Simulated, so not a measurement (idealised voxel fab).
This section sets out a process module, namely voxel air gaps.
Cross-section cut: width 290 nm, square cells of 5 nm.
In what follows, cross-sections appear as grids of square cells, described through bands that run from the top down, where every band is one or more rows of cells.
For a band, the entry starts with two heights in nm, that of the top and then that of the bottom, and carries on with the band's materials in order from left to right, each alongside its width in nm; the word "all across" beside a single material means it fills the band edge to edge, and "air" means empty space.
Basically, 0 is our baseline, since under it the wafer straight out of the box is all one material. The bottom band has no lower end and keeps on going down, so it looks like "0 down".
Per-row width for "30->40": begins at first number (top row of band), ends at second number (bottom row), increment between rows held constant.
Where a step carries "everything unchanged", the cross-section came out of it unchanged, cell for cell.
Entry "Closed void list" = empty spaces >= 8 cells with no open way to the top; each as width x height at distance, distance from left edge, all nm.
The remark found on a step's line after its settings is issued by the simulator itself and pertains to that step.
overlay nm, on a step with a mask: how far to the right of its planned place the mask lay; to the left if negative
These are the steps we planned for the process:
- 1: RECEIVE,material Si
- 2: CONFORMAL_DEP,material SiO2,thk nm 10
- 3: CONFORMAL_DEP,material SiCN,thk nm 5
- 4: DIRECTIONAL_DEP,material lowk,thk nm 40
- 5: PATTERN,tone open,mask id LINES,material resist,width nm 15,pitch nm 40,thk nm 15,overlay nm 0
- 6: DIRECTIONAL_ETCH,etch materials lowk,depth nm 40
- 7: STRIP,etch materials resist
- 8: CONFORMAL_DEP,material TiN,thk nm 5
- 9: FILL_DEP,material Ru,thk nm 10
- 10: CMP,height nm 55
- 11: EPI,material Ru,thk nm 10
- 12: SELECTIVE_ETCH,etch materials lowk,depth nm 50
- 13: CONFORMAL_DEP,material SiCN,thk nm 5
Wafer cross-section on receipt, i.e. after step 1:
	0 down | Si all across
	Closed void list: none
The plan above was carried out on the starting structure above with one mistake, and this cross-section shows the wafer at the end of the module:
	70 to 65 | SiCN all across
	65 to 50 | Ru all across
	50 to 45 | TiN 100 nm; Ru 5 nm; TiN 35 nm; Ru 5 nm; TiN 35 nm; Ru 5 nm; TiN 105 nm
	45 to 10 | lowk 95 nm; TiN 5 nm; Ru 5 nm; TiN 5 nm; lowk 25 nm; TiN 5 nm; Ru 5 nm; TiN 5 nm; lowk 25 nm; TiN 5 nm; Ru 5 nm; TiN 5 nm; lowk 100 nm
	10 to 5 | lowk 95 nm; TiN 15 nm; lowk 25 nm; TiN 15 nm; lowk 25 nm; TiN 15 nm; lowk 100 nm
	5 to 0 | SiCN all across
	0 down | Si all across
	Closed void list: none
What was the processing mistake? yeah, step 2 of the plan got skipped, never ran
